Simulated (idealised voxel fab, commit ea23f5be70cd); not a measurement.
You're looking at the process module voxel self aligned contacts.
For reference, the cross-section in this document is cut, with width 260 nm and square cells of 5 nm.
Format of a cross-section: grid, square cells. Given as bands. Order: top down. Band: one or more rows of cells. A band entry consists of two parts. The first gives the height of the band's top and the height of its bottom, in nm. The rest lists the band's materials from left to right, each with its width in nm. A single material labelled with the word "throughout" fills the band from edge to edge, and the word "blank" marks empty space. Height reference: 0 = level under which incoming wafer is all one material. Lowest band: no bottom, runs on downward, e.g. "0..down". Read "30 to 40" as a graded width: first number on top, second number at the bottom, same change between each pair of neighbouring rows. Step note "no modification" = no cross-section cell changed. Any empty space of 8 cells or more lacking an open way to the top shows up in "Sealed cavities" as width x height at distance, distance from the left edge, in nm. Past the settings on a step's line: simulator remark, on that step. overlay nm, on a step with a mask: how far to the right of its planned place the mask lay; to the left if negative.
-- The following list gives the planned process steps
| 1 | RECEIVE, material Si |
| 2 | CONFORMAL_DEP, material SiO2, thk nm 5 |
| 3 | DIRECTIONAL_DEP, material polySi, thk nm 20 |
| 4 | DIRECTIONAL_DEP, material SiN, thk nm 20 |
| 5 | DIRECTIONAL_DEP, material aC, thk nm 10 |
| 6 | PATTERN, tone cover, mask id GATE, material resist, width nm 30, pitch nm 70, thk nm 25, overlay nm 0 |
| 7 | DIRECTIONAL_ETCH, etch materials aC, depth nm 10 |
| 8 | STRIP, etch materials resist |
| 9 | DIRECTIONAL_ETCH, etch materials SiN, depth nm 20 |
| 10 | DIRECTIONAL_ETCH, etch materials polySi, depth nm 20 |
| 11 | STRIP, etch materials aC |
| 12 | CONFORMAL_DEP, material SiN, thk nm 10 |
| 13 | DIRECTIONAL_ETCH, etch materials SiN, depth nm 10 |
| 14 | FILL_DEP, material SiO2, thk nm 20 |
| 15 | CMP, height nm 55 |
| 16 | MASKED_ETCH, tone open, mask id CONTACT, width nm 50, pitch nm 70, etch materials SiO2, depth nm 55, overlay nm 0 |
| 17 | CONFORMAL_DEP, material TiN, thk nm 5 |
| 18 | FILL_DEP, material W, thk nm 5 |
| 19 | CMP, height nm 55 |
| 20 | CONFORMAL_DEP, material SiN, thk nm 5 |
-- This is the cross-section of the wafer as we received it, i.e. after step 1
- 0..down | Si throughout
- Sealed cavities: none
-- The module was run from the start shown above using the plan shown above, but one mistake was made doing it; the resulting wafer cross-section is below
- 60..55 | SiN throughout
- 55..45 | SiO2 70  TiN 5 to 20  W 40 to 10  TiN 5 to 20  SiO2 20  TiN 5 to 20  W 40 to 10  TiN 5 to 20  SiO2 70
- 45..25 | SiO2 35  SiN 50  TiN 5  W 10  TiN 5  SiN 50  TiN 5  W 10  TiN 5  SiN 50  SiO2 35
- 25..20 | SiO2 85  TiN 20  SiO2 50  TiN 20  SiO2 85
- 20..0 | polySi throughout
- 0..down | Si throughout
- Sealed cavities: none
What was the processing mistake? the run placed steps 2 and 3 each in the position the plan gave to the other
